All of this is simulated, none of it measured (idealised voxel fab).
The following is a process module called voxel released beams.
Section cut is 250 nm wide and gridded with 5 nm square cells.
If you're reading a cross-section in this doc, picture square cells in a grid; it comes to you as bands, top ones listed first down to the bottom, and a band can be one or more rows of cells. It is stipulated that each band's entry specify, in nanometres, the height of the top of the band and then that of its bottom, followed by the materials of the band in left-to-right sequence, each together with its width in nanometres. A single material marked by the word "all across" is understood to fill the band from edge to edge; the word "air" is understood to denote empty space. Counting heights begins at 0, where everything beneath is, in the wafer as received, one material. The lowest band has no bottom; it goes on downwards, as "z 0 and below" shows. A two-number width, for instance "30->40", indicates that the width is equal to the first number in the top row of the band and to the second number in the bottom row, and that it changes by a constant amount per row of cells. "remains unaltered" -> step changed no cross-section cell. Each empty space that has no open way to the top and spans at least 8 cells appears under "Unvented cavities" as width x height at distance, the distance counted from the left edge, all in nm. Formally, on a step line, whatever follows the settings is a remark that the simulator itself makes on the step. "overlay nm" on a masked step: distance the mask lay right of its planned place, negative for left.

This section lists the process steps that were planned:
- 1: RECEIVE,material Si
- 2: CONFORMAL_DEP,material Al2O3,thk nm 10
- 3: DIRECTIONAL_DEP,material SiO2,thk nm 20
- 4: DIRECTIONAL_DEP,material aC,thk nm 15
- 5: PATTERN,tone open,mask id ANCHOR,material resist,width nm 30,thk nm 35,overlay nm 0
- 6: DIRECTIONAL_ETCH,etch materials aC,depth nm 15
- 7: STRIP,etch materials resist
- 8: DIRECTIONAL_ETCH,etch materials SiO2,depth nm 20
- 9: STRIP,etch materials aC
- 10: CONFORMAL_DEP,material W,thk nm 10
- 11: DIRECTIONAL_DEP,material aC,thk nm 10
- 12: PATTERN,tone cover,mask id BEAM,material resist,width nm 90,thk nm 25,overlay nm 0
- 13: DIRECTIONAL_ETCH,etch materials aC,depth nm 10
- 14: STRIP,etch materials resist
- 15: DIRECTIONAL_ETCH,etch materials W,depth nm 10
- 16: STRIP,etch materials aC
- 17: STRIP,etch materials SiO2

First wafer of two (run as planned):

Here's what the wafer looked like in cross-section when it arrived - that's after step 1:
	z 0 and below  Si all across
	Unvented cavities: none

The following cross-section depicts the wafer upon completion of step 2:
	z 10 to 0  Al2O3 all across
	Everything below 0 is unchanged.

The following cross-section depicts the wafer upon completion of step 3:
	z 30 to 10  SiO2 all across
	Everything below 10 is unchanged.

The following cross-section depicts the wafer upon completion of step 4:
	z 45 to 30  aC all across
	Everything below 30 is unchanged.

The following cross-section depicts the wafer upon completion of step 5:
	z 80 to 45  80 nm resist  30 nm air  140 nm resist
	Everything below 45 is unchanged.

The following cross-section depicts the wafer upon completion of step 6:
	z 65 to 45  80 nm resist  30 nm air  140 nm resist
	z 45 to 30  80 nm aC  30 nm air  140 nm aC
	Everything below 30 is unchanged.

The following cross-section depicts the wafer upon completion of step 7:
	z 45 to 30  80 nm aC  30 nm air  140 nm aC
	Everything below 30 is unchanged.

The following cross-section depicts the wafer upon completion of step 8:
	z 45 to 30  80 nm aC  30 nm air  140 nm aC
	z 30 to 10  80 nm SiO2  30 nm air  140 nm SiO2
	Everything below 10 is unchanged.

The following cross-section depicts the wafer upon completion of step 9:
	z 30 to 10  80 nm SiO2  30 nm air  140 nm SiO2
	Everything below 10 is unchanged.

The following cross-section depicts the wafer upon completion of step 10:
	z 40 to 30  90 nm W  10 nm air  150 nm W
	z 30 to 20  80 nm SiO2  10 nm W  10 nm air  10 nm W  140 nm SiO2
	z 20 to 10  80 nm SiO2  30 nm W  140 nm SiO2
	Everything below 10 is unchanged.

The following cross-section depicts the wafer upon completion of step 11:
	z 50 to 40  90 nm aC  10 nm air  150 nm aC
	z 40 to 30  90 nm W  10 nm air  150 nm W
	z 30 to 20  80 nm SiO2  10 nm W  10 nm aC  10 nm W  140 nm SiO2
	Everything below 20 is unchanged.

The following cross-section depicts the wafer upon completion of step 12:
	z 75 to 50  75 nm air  90 nm resist  85 nm air
	z 50 to 40  90 nm aC  10 nm resist  150 nm aC
	z 40 to 30  90 nm W  10 nm resist  150 nm W
	Everything below 30 is unchanged.

The following cross-section depicts the wafer upon completion of step 13:
	z 65 to 50  75 nm air  90 nm resist  85 nm air
	z 50 to 40  75 nm air  15 nm aC  10 nm resist  65 nm aC  85 nm air
	Everything below 40 is unchanged.

The following cross-section depicts the wafer upon completion of step 14:
	z 50 to 40  75 nm air  15 nm aC  10 nm air  65 nm aC  85 nm air
	z 40 to 30  90 nm W  10 nm air  150 nm W
	Everything below 30 is unchanged.

The following cross-section depicts the wafer upon completion of step 15:
	z 50 to 40  75 nm air  15 nm aC  10 nm air  65 nm aC  85 nm air
	z 40 to 30  75 nm air  15 nm W  10 nm air  65 nm W  85 nm air
	Everything below 30 is unchanged.

The following cross-section depicts the wafer upon completion of step 16:
	z 40 to 30  75 nm air  15 nm W  10 nm air  65 nm W  85 nm air
	z 30 to 20  80 nm SiO2  10 nm W  10 nm air  10 nm W  140 nm SiO2
	Everything below 20 is unchanged.

The following cross-section depicts the wafer upon completion of step 17:
	z 40 to 30  75 nm air  15 nm W  10 nm air  65 nm W  85 nm air
	z 30 to 20  80 nm air  10 nm W  10 nm air  10 nm W  140 nm air
	z 20 to 10  80 nm air  30 nm W  140 nm air
	Everything below 10 is unchanged.

Companion wafer, the second of two: same beginning, same intended sequence, one mistake in carrying it out; through step 4 inclusive it tracks the first exactly:

Cross-sectional representation of the second wafer at the time designated in the plan for the completion of step 5:
	z 80 to 45  80 nm air  30 nm resist  140 nm air
	Everything below 45 is unchanged.

Cross-sectional representation of the second wafer at the time designated in the plan for the completion of step 6:
	z 65 to 45  80 nm air  30 nm resist  140 nm air
	z 45 to 30  80 nm air  30 nm aC  140 nm air
	Everything below 30 is unchanged.

Cross-sectional representation of the second wafer at the time designated in the plan for the completion of step 7:
	z 45 to 30  80 nm air  30 nm aC  140 nm air
	Everything below 30 is unchanged.

Cross-sectional representation of the second wafer at the time designated in the plan for the completion of step 8:
	z 45 to 30  80 nm air  30 nm aC  140 nm air
	z 30 to 10  80 nm air  30 nm SiO2  140 nm air
	Everything below 10 is unchanged.

Cross-sectional representation of the second wafer at the time designated in the plan for the completion of step 9:
	z 30 to 10  80 nm air  30 nm SiO2  140 nm air
	Everything below 10 is unchanged.

Cross-sectional representation of the second wafer at the time designated in the plan for the completion of step 10:
	z 40 to 30  70 nm air  50 nm W  130 nm air
	z 30 to 20  70 nm air  10 nm W  30 nm SiO2  10 nm W  130 nm air
	z 20 to 10  80 nm W  30 nm SiO2  140 nm W
	Everything below 10 is unchanged.

Cross-sectional representation of the second wafer at the time designated in the plan for the completion of step 11:
	z 50 to 40  70 nm air  50 nm aC  130 nm air
	z 40 to 30  70 nm air  50 nm W  130 nm air
	z 30 to 20  70 nm aC  10 nm W  30 nm SiO2  10 nm W  130 nm aC
	Everything below 20 is unchanged.

Cross-sectional representation of the second wafer at the time designated in the plan for the completion of step 12:
	z 75 to 50  75 nm air  90 nm resist  85 nm air
	z 50 to 40  70 nm air  50 nm aC  45 nm resist  85 nm air
	z 40 to 30  70 nm air  50 nm W  45 nm resist  85 nm air
	Everything below 30 is unchanged.

Cross-sectional representation of the second wafer at the time designated in the plan for the completion of step 13:
	z 65 to 50  75 nm air  90 nm resist  85 nm air
	z 50 to 40  75 nm air  45 nm aC  45 nm resist  85 nm air
	z 40 to 30  70 nm air  50 nm W  45 nm resist  85 nm air
	z 30 to 20  70 nm air  10 nm W  30 nm SiO2  10 nm W  45 nm aC  85 nm air
	Everything below 20 is unchanged.

Cross-sectional representation of the second wafer at the time designated in the plan for the completion of step 14:
	z 50 to 40  75 nm air  45 nm aC  130 nm air
	z 40 to 30  70 nm air  50 nm W  130 nm air
	Everything below 30 is unchanged.

Cross-sectional representation of the second wafer at the time designated in the plan for the completion of step 15:
	z 50 to 40  75 nm air  45 nm aC  130 nm air
	z 40 to 30  75 nm air  45 nm W  130 nm air
	z 30 to 20  70 nm air  10 nm W  30 nm SiO2  10 nm W  45 nm aC  85 nm air
	z 20 to 10  70 nm air  10 nm W  30 nm SiO2  55 nm W  85 nm air
	Everything below 10 is unchanged.

Cross-sectional representation of the second wafer at the time designated in the plan for the completion of step 16:
	z 40 to 30  75 nm air  45 nm W  130 nm air
	z 30 to 20  70 nm air  10 nm W  30 nm SiO2  10 nm W  130 nm air
	Everything below 20 is unchanged.

Cross-sectional representation of the second wafer at the time designated in the plan for the completion of step 17: remains unaltered
Which mistake was made when the wafer was run? step 5 did not happen as planned, as run it was PATTERN,tone cover,mask id ANCHOR,material resist,width nm 30,thk nm 35,overlay nm 0
Count the cells at the end and the second wafer has more or fewer of some materials than the first: SiO2 +24
